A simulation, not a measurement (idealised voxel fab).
process module | voxel self aligned vias
cross-section cut | 170 nm wide | cells 5 nm
A cross-section is a grid of square cells, given in bands from the top down. A band is one or more rows of cells.
Each band's line starts with the height of the band's top and of its bottom, in nm. Then come its materials from left to right, each with its width in nm. One material with "throughout" fills the band from edge to edge. "air" is empty space.
Height 0 is the level under which the wafer as received is all one material. The lowest band goes on downwards, as in "0 down".
A width such as "30 to 40" changes by the same amount from each row of cells to the next, from the band's top row to its bottom row.
"no change" after a step means that no cell of the cross-section changed.
closed voids: empty space of 8 cells or more with no open way to the top, each as width x height at its distance from the left edge, in nm
after a step's settings: what the simulator itself notes on the step
overlay nm, on a step with a mask: how far to the right of its planned place the mask lay; to the left if negative
plan
1 op RECEIVE | material Si
2 op CONFORMAL_DEP | material SiO2 | thk nm 5
3 op CONFORMAL_DEP | material SiCN | thk nm 5
4 op DIRECTIONAL_DEP | material lowk | thk nm 30
5 op PATTERN | tone open | mask id LINES | material resist | width nm 25 | pitch nm 50 | thk nm 20 | overlay nm 0
6 op DIRECTIONAL_ETCH | etch materials lowk | depth nm 30
7 op STRIP | etch materials resist
8 op CONFORMAL_DEP | material TiN | thk nm 5
9 op FILL_DEP | material W | thk nm 5
10 op CMP | height nm 50
11 op SELECTIVE_ETCH | etch materials W Ru TiN | depth nm 5
12 op FILL_DEP | material SiN | thk nm 5
13 op CMP | height nm 50
14 op DIRECTIONAL_DEP | material lowk | thk nm 15
15 op MASKED_ETCH | tone open | mask id VIAS | width nm 35 | pitch nm 100 | etch materials lowk | depth nm 15 | overlay nm 0
16 op MASKED_ETCH | tone open | mask id VIAS | width nm 35 | pitch nm 100 | etch materials SiN | depth nm 5 | overlay nm 0
17 op CONFORMAL_DEP | material TiN | thk nm 5
18 op FILL_DEP | material W | thk nm 10
19 op CMP | height nm 65
20 op CONFORMAL_DEP | material SiN | thk nm 5
varied across the wafers: thk nm of step 2. The plan shows the first wafer's value. All wafers start alike
first wafer as received, after step 1
  0 down: Si throughout
  closed voids: none
each wafer at the end: cells of each material gained (+) or lost (-) since it was received, then its closed voids
thk nm 5 | +34 SiCN | +54 SiN | +34 SiO2 | +96 TiN | +84 W | +174 lowk | closed voids: none
thk nm 10 | +34 SiCN | +54 SiN | +68 SiO2 | +71 TiN | +75 W | +174 lowk | closed voids: none
thk nm 15 | +34 SiCN | +39 SiN | +102 SiO2 | +65 TiN | +62 W | +174 lowk | closed voids: none
thk nm 20 | +34 SiCN | +39 SiN | +136 SiO2 | +59 TiN | +53 W | +155 lowk | closed voids: none
thk nm 25 | +34 SiCN | +39 SiN | +170 SiO2 | +53 TiN | +44 W | +136 lowk | closed voids: none
thk nm 30 | +34 SiCN | +39 SiN | +204 SiO2 | +47 TiN | +35 W | +117 lowk | closed voids: none
